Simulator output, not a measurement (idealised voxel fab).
You're looking at the process module voxel transistor to metal.
This is section cut - it's 260 nm across, gridded in 5 nm square cells.
Bands, listed from the top down, are how a cross-section gets written in this document; the cross-section itself is a grid of square cells, and a band is one or more rows of them.
The entry gives the band's vertical extent as a top height and a bottom height in nm, then its horizontal make-up as materials from left to right, each with a width in nm. "blank" stands for empty space; a single material marked "full width" fills the band edge to edge.
The reference from which all heights are counted is 0, the level beneath which the as-received wafer is entirely one material; the lowest band, having no lower bound, proceeds downward and is written after the example "0 and below".
Width: "30..40" (first number = top row, second number = bottom row, same change from row to row of cells).
You'll sometimes find "remains unaltered" written for a step, and that's the way of saying that nowhere in the cross-section did a cell change during that step.
The list in "Cavities, sealed" covers empty spaces of 8 cells or more that cannot reach the top through any open way, and it gives each as width x height at distance; the distance is from the left edge, and width, height and distance are in nm.
Text after the settings on a step's line: the simulator's own remark on that step.
The setting "overlay nm" may be written on the line of a step. When the step uses a mask, the value reports how far to the right of the planned place the mask lay, and a negative value reports that it lay to the left.

-- The following list gives the planned process steps
1) RECEIVE (material Si)
2) OXIDIZE (depth nm 5)
3) CONFORMAL_DEP (material SiN; thk nm 15)
4) DIRECTIONAL_DEP (material aC; thk nm 10)
5) PATTERN (tone cover; mask id ACTIVE; material resist; width nm 100; pitch nm 125; thk nm 30; overlay nm 0)
6) DIRECTIONAL_ETCH (etch materials aC; depth nm 10)
7) STRIP (etch materials resist)
8) DIRECTIONAL_ETCH (etch materials SiN; depth nm 15)
9) DIRECTIONAL_ETCH (etch materials SiO2; depth nm 5)
10) DIRECTIONAL_ETCH (etch materials Si; depth nm 25)
11) STRIP (etch materials aC)
12) OXIDIZE (depth nm 5)
13) FILL_DEP (material SiO2; thk nm 5)
14) CMP (height nm 15)
15) SELECTIVE_ETCH (etch materials SiO2; depth nm 10)
16) STRIP (etch materials SiN)
17) SELECTIVE_ETCH (etch materials SiO2; depth nm 5)
18) OXIDIZE (depth nm 5)
19) DIRECTIONAL_DEP (material polySi; thk nm 20)
20) DIRECTIONAL_DEP (material SiCN; thk nm 10)
21) DIRECTIONAL_DEP (material aC; thk nm 15)
22) PATTERN (tone cover; mask id GATE; material resist; width nm 20; pitch nm 125; thk nm 30; overlay nm 0)
23) DIRECTIONAL_ETCH (etch materials aC; depth nm 15)
24) STRIP (etch materials resist)
25) DIRECTIONAL_ETCH (etch materials SiCN; depth nm 20)
26) DIRECTIONAL_ETCH (etch materials polySi; depth nm 30)
27) STRIP (etch materials aC)
28) CONFORMAL_DEP (material SiO2; thk nm 5)
29) DIRECTIONAL_ETCH (etch materials SiO2; depth nm 5)
30) CONFORMAL_DEP (material SiN; thk nm 5)
31) DIRECTIONAL_ETCH (etch materials SiN; depth nm 5)
32) DIRECTIONAL_ETCH (etch materials SiO2; depth nm 5)
33) DIRECTIONAL_ETCH (etch materials Si; depth nm 15)
34) EPI (material nSi; thk nm 20)
35) FILL_DEP (material SiO2; thk nm 10)
36) CMP (height nm 25)
37) DIRECTIONAL_DEP (material SiO2; thk nm 10)
38) DIRECTIONAL_DEP (material aC; thk nm 10)
39) PATTERN (tone open; mask id CONTACT; material resist; width nm 20; thk nm 30; overlay nm 0)
40) DIRECTIONAL_ETCH (etch materials aC; depth nm 10)
41) STRIP (etch materials resist)
42) DIRECTIONAL_ETCH (etch materials SiO2; depth nm 40)
43) STRIP (etch materials aC)
44) CONFORMAL_DEP (material TiN; thk nm 5)
45) FILL_DEP (material W; thk nm 5)
46) CMP (height nm 35)
47) DIRECTIONAL_DEP (material TiN; thk nm 5)
48) DIRECTIONAL_DEP (material W; thk nm 25)
49) MASKED_ETCH (tone cover; mask id METAL_1; width nm 20; etch materials W; depth nm 25; overlay nm 0)
50) MASKED_ETCH (tone cover; mask id METAL_1; width nm 20; etch materials TiN; depth nm 5; overlay nm 0)
51) FILL_DEP (material SiO2; thk nm 10)
52) CMP (height nm 65)
53) CONFORMAL_DEP (material SiCN; thk nm 5)

-- As received (post step 1): cross-section
0 and below | Si full width
Cavities, sealed: none

-- Cross-sectional image of the first of two wafers at the end of the module, the run having proceeded as planned
70 down to 65 | SiCN full width
65 down to 40 | 20 nm SiO2; 20 nm W; 50 nm SiO2; 20 nm W; 35 nm SiO2; 20 nm W; 50 nm SiO2; 20 nm W; 25 nm SiO2
40 down to 35 | 20 nm SiO2; 20 nm TiN; 50 nm SiO2; 20 nm TiN; 35 nm SiO2; 20 nm TiN; 50 nm SiO2; 20 nm TiN; 25 nm SiO2
35 down to 25 | 20 nm SiO2; 5 nm TiN; 10 nm W; 5 nm TiN; 50 nm SiO2; 5 nm TiN; 10 nm W; 5 nm TiN; 35 nm SiO2; 5 nm TiN; 10 nm W; 5 nm TiN; 50 nm SiO2; 5 nm TiN; 10 nm W; 5 nm TiN; 25 nm SiO2
25 down to 15 | 20 nm SiO2; 5 nm TiN; 10 nm W; 5 nm TiN; 5 nm SiO2; 5 nm SiN; 5 nm SiO2; 20 nm SiCN; 5 nm SiO2; 5 nm SiN; 5 nm SiO2; 5 nm TiN; 10 nm W; 5 nm TiN; 35 nm SiO2; 5 nm TiN; 10 nm W; 5 nm TiN; 5 nm SiO2; 5 nm SiN; 5 nm SiO2; 20 nm SiCN; 5 nm SiO2; 5 nm SiN; 5 nm SiO2; 5 nm TiN; 10 nm W; 5 nm TiN; 25 nm SiO2
15 down to 10 | 20 nm SiO2; 20 nm TiN; 5 nm SiO2; 5 nm SiN; 5 nm SiO2; 20 nm polySi; 5 nm SiO2; 5 nm SiN; 5 nm SiO2; 20 nm TiN; 35 nm SiO2; 20 nm TiN; 5 nm SiO2; 5 nm SiN; 5 nm SiO2; 20 nm polySi; 5 nm SiO2; 5 nm SiN; 5 nm SiO2; 20 nm TiN; 25 nm SiO2
10 down to 0 | 20 nm SiO2; 5 nm TiN; 20 nm nSi; 5 nm SiN; 5 nm SiO2; 20 nm polySi; 5 nm SiO2; 5 nm SiN; 20 nm nSi; 5 nm TiN; 35 nm SiO2; 5 nm TiN; 20 nm nSi; 5 nm SiN; 5 nm SiO2; 20 nm polySi; 5 nm SiO2; 5 nm SiN; 20 nm nSi; 5 nm TiN; 25 nm SiO2
0 down to -5 | 15 nm SiO2; 5 nm SiN; 5 nm TiN; 20 nm nSi; 5 nm SiN; 5 nm SiO2; 20 nm polySi; 5 nm SiO2; 5 nm SiN; 20 nm nSi; 5 nm TiN; 5 nm SiN; 25 nm SiO2; 5 nm SiN; 5 nm TiN; 20 nm nSi; 5 nm SiN; 5 nm SiO2; 20 nm polySi; 5 nm SiO2; 5 nm SiN; 20 nm nSi; 5 nm TiN; 5 nm SiN; 20 nm SiO2
-5 down to -10 | 20 nm SiO2; 25 nm nSi; 40 nm SiO2; 25 nm nSi; 35 nm SiO2; 25 nm nSi; 40 nm SiO2; 25 nm nSi; 25 nm SiO2
-10 down to -25 | 20 nm SiO2; 25 nm nSi; 40 nm Si; 25 nm nSi; 35 nm SiO2; 25 nm nSi; 40 nm Si; 25 nm nSi; 25 nm SiO2
-25 down to -35 | 20 nm SiO2; 90 nm Si; 35 nm SiO2; 90 nm Si; 25 nm SiO2
-35 and below | Si full width
Cavities, sealed: none

-- Presented here is a cross-section of the second of the two wafers as it stood at the end of the module. It was started in the same manner and assigned the same plan as the first wafer; however, one mistake was made in its execution
70 down to 65 | SiCN full width
65 down to 40 | 20 nm SiO2; 20 nm W; 50 nm SiO2; 20 nm W; 35 nm SiO2; 20 nm W; 50 nm SiO2; 20 nm W; 25 nm SiO2
40 down to 35 | 20 nm SiO2; 20 nm TiN; 50 nm SiO2; 20 nm TiN; 35 nm SiO2; 20 nm TiN; 50 nm SiO2; 20 nm TiN; 25 nm SiO2
35 down to 25 | 20 nm SiO2; 5 nm TiN; 10 nm W; 5 nm TiN; 50 nm SiO2; 5 nm TiN; 10 nm W; 5 nm TiN; 35 nm SiO2; 5 nm TiN; 10 nm W; 5 nm TiN; 50 nm SiO2; 5 nm TiN; 10 nm W; 5 nm TiN; 25 nm SiO2
25 down to 15 | 20 nm SiO2; 5 nm TiN; 10 nm W; 5 nm TiN; 15 nm SiO2; 20 nm SiCN; 15 nm SiO2; 5 nm TiN; 10 nm W; 5 nm TiN; 35 nm SiO2; 5 nm TiN; 10 nm W; 5 nm TiN; 15 nm SiO2; 20 nm SiCN; 15 nm SiO2; 5 nm TiN; 10 nm W; 5 nm TiN; 25 nm SiO2
15 down to 10 | 20 nm SiO2; 20 nm TiN; 15 nm SiO2; 20 nm polySi; 15 nm SiO2; 20 nm TiN; 35 nm SiO2; 20 nm TiN; 15 nm SiO2; 20 nm polySi; 15 nm SiO2; 20 nm TiN; 25 nm SiO2
10 down to -5 | 20 nm SiO2; 10 nm TiN; 20 nm nSi; 5 nm SiO2; 20 nm polySi; 5 nm SiO2; 20 nm nSi; 10 nm TiN; 35 nm SiO2; 10 nm TiN; 20 nm nSi; 5 nm SiO2; 20 nm polySi; 5 nm SiO2; 20 nm nSi; 10 nm TiN; 25 nm SiO2
-5 down to -10 | 15 nm SiO2; 35 nm nSi; 30 nm SiO2; 35 nm nSi; 25 nm SiO2; 35 nm nSi; 30 nm SiO2; 35 nm nSi; 20 nm SiO2
-10 down to -25 | 20 nm SiO2; 30 nm nSi; 30 nm Si; 30 nm nSi; 35 nm SiO2; 30 nm nSi; 30 nm Si; 30 nm nSi; 25 nm SiO2
-25 down to -35 | 20 nm SiO2; 90 nm Si; 35 nm SiO2; 90 nm Si; 25 nm SiO2
-35 and below | Si full width
Cavities, sealed: none
What was the processing mistake? step 30 from the plan never happened, it was just skipped
at the end the second wafer has, in cells: -12 Si; -28 SiN; +8 SiO2; +12 TiN; +20 nSi
